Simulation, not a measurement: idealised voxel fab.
This is a process module. Its name is voxel quadruple lines.
Each square cell in cross-section cut measures 5 nm, and the section as a whole is 290 nm wide.
If you're reading a cross-section in this doc, picture square cells in a grid; it comes to you as bands, top ones listed first down to the bottom, and a band can be one or more rows of cells. Band: top and bottom heights (nm) first, top before bottom; then materials from left to right, widths in nm. "throughout" marks a sole material filling the band edge to edge. "blank" denotes empty space. Heights are reckoned from 0. Under this level, the received wafer is all of one material. The bottommost band is open-ended downward, for example "0 down". So if you see something like "30..40" for the width, read it as the top row of the band sitting at the first number and the bottom row at the second, with every row in between moving by the same amount as the last. The cross-section has no changed cell in any step marked "all unchanged". This entry, "Unvented voids", enumerates those empty regions of no fewer than 8 cells that possess no open connection to the top. Each region is reported in the form width x height at distance, the distance being taken from the left edge, with all three quantities expressed in nm. It should be noted that, on the line of a given step, the content following the step's settings is a remark produced by the simulator itself with respect to that step. On any step carrying a mask, the "overlay nm" setting, if present on the step's line, tells how far right of its planned place the mask lay; negative values point to the left.
Steps planned for the process:
1 op RECEIVE | material Si
2 op CONFORMAL_DEP | material Al2O3 | thk nm 5
3 op DIRECTIONAL_DEP | material W | thk nm 10
4 op DIRECTIONAL_DEP | material polySi | thk nm 15
5 op DIRECTIONAL_DEP | material aC | thk nm 20
6 op PATTERN | tone cover | mask id MANDREL | material resist | width nm 35 | pitch nm 100 | thk nm 30 | overlay nm 0
7 op DIRECTIONAL_ETCH | etch materials aC | depth nm 20
8 op STRIP | etch materials resist
9 op CONFORMAL_DEP | material SiO2 | thk nm 15
10 op DIRECTIONAL_ETCH | etch materials SiO2 | depth nm 15
11 op STRIP | etch materials aC
12 op DIRECTIONAL_ETCH | etch materials polySi | depth nm 15
13 op STRIP | etch materials SiO2
14 op CONFORMAL_DEP | material SiCN | thk nm 10
15 op DIRECTIONAL_ETCH | etch materials SiCN | depth nm 10
16 op STRIP | etch materials polySi
17 op DIRECTIONAL_ETCH | etch materials W | depth nm 10
18 op STRIP | etch materials SiCN
19 op FILL_DEP | material SiO2 | thk nm 5
20 op CMP | height nm 15
The first wafer of two, processed as planned:
Cross-section of the incoming wafer, state after step 1:
	0 down = Si throughout
	Unvented voids: none
Sectional view: wafer, after step 2:
	5 to 0 = Al2O3 throughout
	Anything lower than 0 is untouched.
Sectional view: wafer, after step 3:
	15 to 5 = W throughout
	Anything lower than 5 is untouched.
Sectional view: wafer, after step 4:
	30 to 15 = polySi throughout
	Anything lower than 15 is untouched.
Sectional view: wafer, after step 5:
	50 to 30 = aC throughout
	Anything lower than 30 is untouched.
Sectional view: wafer, after step 6:
	80 to 50 = blank: 75 / resist: 35 / blank: 65 / resist: 35 / blank: 80
	Anything lower than 50 is untouched.
Sectional view: wafer, after step 7:
	60 to 50 = blank: 75 / resist: 35 / blank: 65 / resist: 35 / blank: 80
	50 to 30 = blank: 75 / aC: 35 / blank: 65 / aC: 35 / blank: 80
	Anything lower than 30 is untouched.
Sectional view: wafer, after step 8:
	50 to 30 = blank: 75 / aC: 35 / blank: 65 / aC: 35 / blank: 80
	Anything lower than 30 is untouched.
Sectional view: wafer, after step 9:
	65 to 50 = blank: 60 / SiO2: 65 / blank: 35 / SiO2: 65 / blank: 65
	50 to 45 = blank: 60 / SiO2: 15 / aC: 35 / SiO2: 15 / blank: 35 / SiO2: 15 / aC: 35 / SiO2: 15 / blank: 65
	45 to 30 = SiO2: 75 / aC: 35 / SiO2: 65 / aC: 35 / SiO2: 80
	Anything lower than 30 is untouched.
Sectional view: wafer, after step 10:
	50 to 30 = blank: 60 / SiO2: 15 / aC: 35 / SiO2: 15 / blank: 35 / SiO2: 15 / aC: 35 / SiO2: 15 / blank: 65
	Anything lower than 30 is untouched.
Sectional view: wafer, after step 11:
	50 to 30 = blank: 60 / SiO2: 15 / blank: 35 / SiO2: 15 / blank: 35 / SiO2: 15 / blank: 35 / SiO2: 15 / blank: 65
	Anything lower than 30 is untouched.
Sectional view: wafer, after step 12:
	50 to 30 = blank: 60 / SiO2: 15 / blank: 35 / SiO2: 15 / blank: 35 / SiO2: 15 / blank: 35 / SiO2: 15 / blank: 65
	30 to 15 = blank: 60 / polySi: 15 / blank: 35 / polySi: 15 / blank: 35 / polySi: 15 / blank: 35 / polySi: 15 / blank: 65
	Anything lower than 15 is untouched.
Sectional view: wafer, after step 13:
	30 to 15 = blank: 60 / polySi: 15 / blank: 35 / polySi: 15 / blank: 35 / polySi: 15 / blank: 35 / polySi: 15 / blank: 65
	Anything lower than 15 is untouched.
Sectional view: wafer, after step 14:
	40 to 30 = blank: 50 / SiCN: 35 / blank: 15 / SiCN: 35 / blank: 15 / SiCN: 35 / blank: 15 / SiCN: 35 / blank: 55
	30 to 25 = blank: 50 / SiCN: 10 / polySi: 15 / SiCN: 10 / blank: 15 / SiCN: 10 / polySi: 15 / SiCN: 10 / blank: 15 / SiCN: 10 / polySi: 15 / SiCN: 10 / blank: 15 / SiCN: 10 / polySi: 15 / SiCN: 10 / blank: 55
	25 to 15 = SiCN: 60 / polySi: 15 / SiCN: 35 / polySi: 15 / SiCN: 35 / polySi: 15 / SiCN: 35 / polySi: 15 / SiCN: 65
	Anything lower than 15 is untouched.
Sectional view: wafer, after step 15:
	30 to 15 = blank: 50 / SiCN: 10 / polySi: 15 / SiCN: 10 / blank: 15 / SiCN: 10 / polySi: 15 / SiCN: 10 / blank: 15 / SiCN: 10 / polySi: 15 / SiCN: 10 / blank: 15 / SiCN: 10 / polySi: 15 / SiCN: 10 / blank: 55
	Anything lower than 15 is untouched.
Sectional view: wafer, after step 16:
	30 to 15 = blank: 50 / SiCN: 10 / blank: 15 / SiCN: 10 / blank: 15 / SiCN: 10 / blank: 15 / SiCN: 10 / blank: 15 / SiCN: 10 / blank: 15 / SiCN: 10 / blank: 15 / SiCN: 10 / blank: 15 / SiCN: 10 / blank: 55
	Anything lower than 15 is untouched.
Sectional view: wafer, after step 17:
	30 to 15 = blank: 50 / SiCN: 10 / blank: 15 / SiCN: 10 / blank: 15 / SiCN: 10 / blank: 15 / SiCN: 10 / blank: 15 / SiCN: 10 / blank: 15 / SiCN: 10 / blank: 15 / SiCN: 10 / blank: 15 / SiCN: 10 / blank: 55
	15 to 5 = blank: 50 / W: 10 / blank: 15 / W: 10 / blank: 15 / W: 10 / blank: 15 / W: 10 / blank: 15 / W: 10 / blank: 15 / W: 10 / blank: 15 / W: 10 / blank: 15 / W: 10 / blank: 55
	Anything lower than 5 is untouched.
Sectional view: wafer, after step 18:
	15 to 5 = blank: 50 / W: 10 / blank: 15 / W: 10 / blank: 15 / W: 10 / blank: 15 / W: 10 / blank: 15 / W: 10 / blank: 15 / W: 10 / blank: 15 / W: 10 / blank: 15 / W: 10 / blank: 55
	Anything lower than 5 is untouched.
Sectional view: wafer, after step 19:
	20 to 15 = SiO2 throughout
	15 to 5 = SiO2: 50 / W: 10 / SiO2: 15 / W: 10 / SiO2: 15 / W: 10 / SiO2: 15 / W: 10 / SiO2: 15 / W: 10 / SiO2: 15 / W: 10 / SiO2: 15 / W: 10 / SiO2: 15 / W: 10 / SiO2: 55
	Anything lower than 5 is untouched.
Sectional view: wafer, after step 20:
	15 to 5 = SiO2: 50 / W: 10 / SiO2: 15 / W: 10 / SiO2: 15 / W: 10 / SiO2: 15 / W: 10 / SiO2: 15 / W: 10 / SiO2: 15 / W: 10 / SiO2: 15 / W: 10 / SiO2: 15 / W: 10 / SiO2: 55
	Anything lower than 5 is untouched.
What follows concerns the second wafer, which started out like the first and was meant to follow the very same plan; one mistake crept in when it was run, but everything up to and including step 5 is the same as for the first wafer:
Cross-section of the second wafer at the time by which step 6 should have been completed according to the plan:
	80 to 50 = resist: 75 / blank: 35 / resist: 65 / blank: 35 / resist: 80
	Anything lower than 50 is untouched.
Cross-section of the second wafer at the time by which step 7 should have been completed according to the plan:
	60 to 50 = resist: 75 / blank: 35 / resist: 65 / blank: 35 / resist: 80
	50 to 30 = aC: 75 / blank: 35 / aC: 65 / blank: 35 / aC: 80
	Anything lower than 30 is untouched.
Cross-section of the second wafer at the time by which step 8 should have been completed according to the plan:
	50 to 30 = aC: 75 / blank: 35 / aC: 65 / blank: 35 / aC: 80
	Anything lower than 30 is untouched.
Cross-section of the second wafer at the time by which step 9 should have been completed according to the plan:
	65 to 50 = SiO2: 90 / blank: 5 / SiO2: 95 / blank: 5 / SiO2: 95
	50 to 45 = aC: 75 / SiO2: 15 / blank: 5 / SiO2: 15 / aC: 65 / SiO2: 15 / blank: 5 / SiO2: 15 / aC: 80
	45 to 30 = aC: 75 / SiO2: 35 / aC: 65 / SiO2: 35 / aC: 80
	Anything lower than 30 is untouched.
Cross-section of the second wafer at the time by which step 10 should have been completed according to the plan:
	50 to 30 = aC: 75 / SiO2: 15 / blank: 5 / SiO2: 15 / aC: 65 / SiO2: 15 / blank: 5 / SiO2: 15 / aC: 80
	Anything lower than 30 is untouched.
Cross-section of the second wafer at the time by which step 11 should have been completed according to the plan:
	50 to 30 = blank: 75 / SiO2: 15 / blank: 5 / SiO2: 15 / blank: 65 / SiO2: 15 / blank: 5 / SiO2: 15 / blank: 80
	Anything lower than 30 is untouched.
Cross-section of the second wafer at the time by which step 12 should have been completed according to the plan:
	50 to 30 = blank: 75 / SiO2: 15 / blank: 5 / SiO2: 15 / blank: 65 / SiO2: 15 / blank: 5 / SiO2: 15 / blank: 80
	30 to 15 = blank: 75 / polySi: 15 / blank: 5 / polySi: 15 / blank: 65 / polySi: 15 / blank: 5 / polySi: 15 / blank: 80
	Anything lower than 15 is untouched.
Cross-section of the second wafer at the time by which step 13 should have been completed according to the plan:
	30 to 15 = blank: 75 / polySi: 15 / blank: 5 / polySi: 15 / blank: 65 / polySi: 15 / blank: 5 / polySi: 15 / blank: 80
	Anything lower than 15 is untouched.
Cross-section of the second wafer at the time by which step 14 should have been completed according to the plan:
	40 to 30 = blank: 65 / SiCN: 55 / blank: 45 / SiCN: 55 / blank: 70
	30 to 25 = blank: 65 / SiCN: 10 / polySi: 15 / SiCN: 5 / polySi: 15 / SiCN: 10 / blank: 45 / SiCN: 10 / polySi: 15 / SiCN: 5 / polySi: 15 / SiCN: 10 / blank: 70
	25 to 15 = SiCN: 75 / polySi: 15 / SiCN: 5 / polySi: 15 / SiCN: 65 / polySi: 15 / SiCN: 5 / polySi: 15 / SiCN: 80
	Anything lower than 15 is untouched.
Cross-section of the second wafer at the time by which step 15 should have been completed according to the plan:
	30 to 15 = blank: 65 / SiCN: 10 / polySi: 15 / SiCN: 5 / polySi: 15 / SiCN: 10 / blank: 45 / SiCN: 10 / polySi: 15 / SiCN: 5 / polySi: 15 / SiCN: 10 / blank: 70
	Anything lower than 15 is untouched.
Cross-section of the second wafer at the time by which step 16 should have been completed according to the plan:
	30 to 15 = blank: 65 / SiCN: 10 / blank: 15 / SiCN: 5 / blank: 15 / SiCN: 10 / blank: 45 / SiCN: 10 / blank: 15 / SiCN: 5 / blank: 15 / SiCN: 10 / blank: 70
	Anything lower than 15 is untouched.
Cross-section of the second wafer at the time by which step 17 should have been completed according to the plan:
	30 to 15 = blank: 65 / SiCN: 10 / blank: 15 / SiCN: 5 / blank: 15 / SiCN: 10 / blank: 45 / SiCN: 10 / blank: 15 / SiCN: 5 / blank: 15 / SiCN: 10 / blank: 70
	15 to 5 = blank: 65 / W: 10 / blank: 15 / W: 5 / blank: 15 / W: 10 / blank: 45 / W: 10 / blank: 15 / W: 5 / blank: 15 / W: 10 / blank: 70
	Anything lower than 5 is untouched.
Cross-section of the second wafer at the time by which step 18 should have been completed according to the plan:
	15 to 5 = blank: 65 / W: 10 / blank: 15 / W: 5 / blank: 15 / W: 10 / blank: 45 / W: 10 / blank: 15 / W: 5 / blank: 15 / W: 10 / blank: 70
	Anything lower than 5 is untouched.
Cross-section of the second wafer at the time by which step 19 should have been completed according to the plan:
	20 to 15 = SiO2 throughout
	15 to 5 = SiO2: 65 / W: 10 / SiO2: 15 / W: 5 / SiO2: 15 / W: 10 / SiO2: 45 / W: 10 / SiO2: 15 / W: 5 / SiO2: 15 / W: 10 / SiO2: 70
	Anything lower than 5 is untouched.
Cross-section of the second wafer at the time by which step 20 should have been completed according to the plan:
	15 to 5 = SiO2: 65 / W: 10 / SiO2: 15 / W: 5 / SiO2: 15 / W: 10 / SiO2: 45 / W: 10 / SiO2: 15 / W: 5 / SiO2: 15 / W: 10 / SiO2: 70
	Anything lower than 5 is untouched.
Where did the run depart from the plan? off-plan run, step 6, actual operation and settings op PATTERN | tone open | mask id MANDREL | material resist | width nm 35 | pitch nm 100 | thk nm 30 | overlay nm 0
FYI, end of process, the second wafer has more or fewer cells of some materials than the first: SiO2 +12, W -12
